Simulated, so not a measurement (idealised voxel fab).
The document below concerns the process module designated voxel local oxidation.
Section cut is 155 nm wide and gridded with 5 nm square cells.
This document writes a cross-section as a grid whose cells are square, and gives it as bands, listed from the top down; one or more rows of cells form a band. Heights first: top, then bottom, in nm. Then materials, left to right, each with a width in nm. "edge to edge" on a single material: fills the band edge to edge. "blank": empty space. Where do heights start? At 0: under that level the wafer as delivered is made of one material only. And the lowest band has no floor; it just carries on downward, as in "from 0 down". When a width is written as two numbers, as in "30..40", the first number is the width in the top row of cells of the band and the second is the width in its bottom row, and the width changes by the same amount from each row to the next. "all unchanged" for a step: no cell of the cross-section changed in that step. The list in "Sealed void list" covers empty spaces of 8 cells or more that cannot reach the top through any open way, and it gives each as width x height at distance; the distance is from the left edge, and width, height and distance are in nm. If you see something after the settings on a step's line, that's the simulator's own remark about that step. The "overlay nm" setting may appear on a step's line; for a step that uses a mask, it gives how far to the right of its planned position the mask lay, and a negative value indicates the left.
## Planned step list for the process
1. RECEIVE,material Si
2. CONFORMAL_DEP,material SiO2,thk nm 5
3. CONFORMAL_DEP,material SiN,thk nm 10
4. DIRECTIONAL_DEP,material aC,thk nm 15
5. PATTERN,tone cover,mask id ACTIVE,material resist,width nm 90,thk nm 35,overlay nm -15
6. DIRECTIONAL_ETCH,etch materials aC,depth nm 15
7. STRIP,etch materials resist
8. DIRECTIONAL_ETCH,etch materials SiN,depth nm 10
9. STRIP,etch materials aC
10. SELECTIVE_ETCH,etch materials SiO2,depth nm 5
11. OXIDIZE,depth nm 10
12. STRIP,etch materials SiN
The plan's step 5 overlay nm is the first wafer's value; the wafers differ in this setting and start identical.
## First of several wafers, received after step 1, in cross-section
> from 0 down: Si edge to edge
> Sealed void list: none
## Cross-sectional representation of the first of several wafers at the end of the module, i.e. after its terminal step, step 12
> from 5 to 0: blank=20, SiO2=80, blank=55
> from 0 to -10: SiO2=30, Si=60, SiO2=65
> from -10 down: Si edge to edge
> Sealed void list: none
## End of module: cross-section, last of several wafers
> from 5 to 0: blank=50, SiO2=80, blank=25
> from 0 to -10: SiO2=60, Si=60, SiO2=35
> from -10 down: Si edge to edge
> Sealed void list: none
## Per wafer (row), end of module: delta in cells per material since receipt, (+) for gained, (-) for lost; closed voids after that
overlay nm -15; -38 Si; +54 SiO2; Sealed void list: none
overlay nm -10; -38 Si; +54 SiO2; Sealed void list: none
overlay nm -5; -38 Si; +54 SiO2; Sealed void list: none
overlay nm 0; -38 Si; +54 SiO2; Sealed void list: none
overlay nm 5; -38 Si; +54 SiO2; Sealed void list: none
overlay nm 10; -38 Si; +54 SiO2; Sealed void list: none
overlay nm 15; -38 Si; +54 SiO2; Sealed void list: none
